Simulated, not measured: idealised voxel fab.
Name of the process module below: voxel capacitor over wiring
For reference, the cross-section in this document is cut, with width 220 nm and square cells of 5 nm.
In what follows, cross-sections appear as grids of square cells, described through bands that run from the top down, where every band is one or more rows of cells.
Each band's line starts with the height of the band's top and of its bottom, in nm. Then come its materials from left to right, each with its width in nm. One material with "edge to edge" fills the band from edge to edge. "air" is empty space.
Heads up on the height convention: 0 is the point under which the incoming wafer is all one material, and the lowest band has no bottom, it just keeps going down, like "top 0, no bottom".
Graded width ("30->40"): value in top row of band = first number; value in bottom row = second number; row-to-row change constant.
Take "nothing altered" at face value: in the step it is given for, the cross-section changed in none of its cells.
Voids not open to the top, 8 cells minimum: see "Sealed void listing". Written width x height at distance; distance is from the left edge; nm.
Whatever follows a step's settings on its line is a remark the simulator itself makes about that step.
The setting "overlay nm" may be written on the line of a step. When the step uses a mask, the value reports how far to the right of the planned place the mask lay, and a negative value reports that it lay to the left.
[List of planned process steps]
1 RECEIVE | material Si
2 CONFORMAL_DEP | material SiO2 | thk nm 10
3 DIRECTIONAL_DEP | material TiN | thk nm 5
4 DIRECTIONAL_DEP | material W | thk nm 20
5 MASKED_ETCH | tone cover | mask id METAL_1 | width nm 30 | pitch nm 100 | etch materials W | depth nm 20 | overlay nm 0
6 MASKED_ETCH | tone cover | mask id METAL_1 | width nm 30 | pitch nm 100 | etch materials TiN | depth nm 5 | overlay nm 0
7 CONFORMAL_DEP | material SiN | thk nm 5
8 FILL_DEP | material lowk | thk nm 10
9 CMP | height nm 35
10 CONFORMAL_DEP | material SiCN | thk nm 5
11 DIRECTIONAL_DEP | material lowk | thk nm 15
12 PATTERN | tone open | mask id PLUG_1 | material resist | width nm 15 | thk nm 15 | overlay nm 0
13 DIRECTIONAL_ETCH | etch materials lowk | depth nm 15
14 DIRECTIONAL_ETCH | etch materials SiCN | depth nm 5
15 STRIP | etch materials resist
16 EPI | material Ru | thk nm 10
17 EPI | material Ru | thk nm 10
18 DIRECTIONAL_DEP | material TiN | thk nm 10
19 DIRECTIONAL_DEP | material Al2O3 | thk nm 5
20 DIRECTIONAL_DEP | material TiN | thk nm 5
21 MASKED_ETCH | tone cover | mask id UPPER_PLATE | width nm 75 | etch materials TiN | depth nm 5 | overlay nm 0
22 MASKED_ETCH | tone cover | mask id UPPER_PLATE | width nm 75 | etch materials Al2O3 | depth nm 5 | overlay nm 0
23 MASKED_ETCH | tone cover | mask id LOWER_PLATE | width nm 85 | etch materials TiN | depth nm 10 | overlay nm 0
24 FILL_DEP | material SiO2 | thk nm 15
25 CMP | height nm 85
26 MASKED_ETCH | tone open | mask id PLUG_2 | width nm 15 | etch materials SiO2 | depth nm 10 | overlay nm 0
27 CONFORMAL_DEP | material TiN | thk nm 5
28 FILL_DEP | material W | thk nm 10
29 CMP | height nm 85
30 CONFORMAL_DEP | material SiN | thk nm 5
[As-received state of the wafer in cross-section, equivalent to post-step 1]
  top 0, no bottom  Si edge to edge
  Sealed void listing: none
[Wafer cross-section at end of module: start and plan as shown above, one execution error]
  top 90, bottom 85  SiN edge to edge
  top 85, bottom 80  70 SiO2  5 TiN  5 W  5 TiN  135 SiO2
  top 80, bottom 70  70->60 SiO2  15->75 TiN  135->85 SiO2
  top 70, bottom 65  60 SiO2  75 Al2O3  85 SiO2
  top 65, bottom 55  50 SiO2  85 TiN  85 SiO2
  top 55, bottom 40  60 lowk  15 Ru  145 lowk
  top 40, bottom 35  60 SiCN  15 Ru  145 SiCN
  top 35, bottom 15  40 lowk  5 SiN  30 W  5 SiN  60 lowk  5 SiN  30 W  5 SiN  40 lowk
  top 15, bottom 10  45 SiN  30 TiN  70 SiN  30 TiN  45 SiN
  top 10, bottom 0  SiO2 edge to edge
  top 0, no bottom  Si edge to edge
  Sealed void listing: none
What broke from the plan during processing? off-plan run, step 23, actual operation and settings MASKED_ETCH | tone cover | mask id LOWER_PLATE | width nm 85 | etch materials TiN | depth nm 10 | overlay nm -5
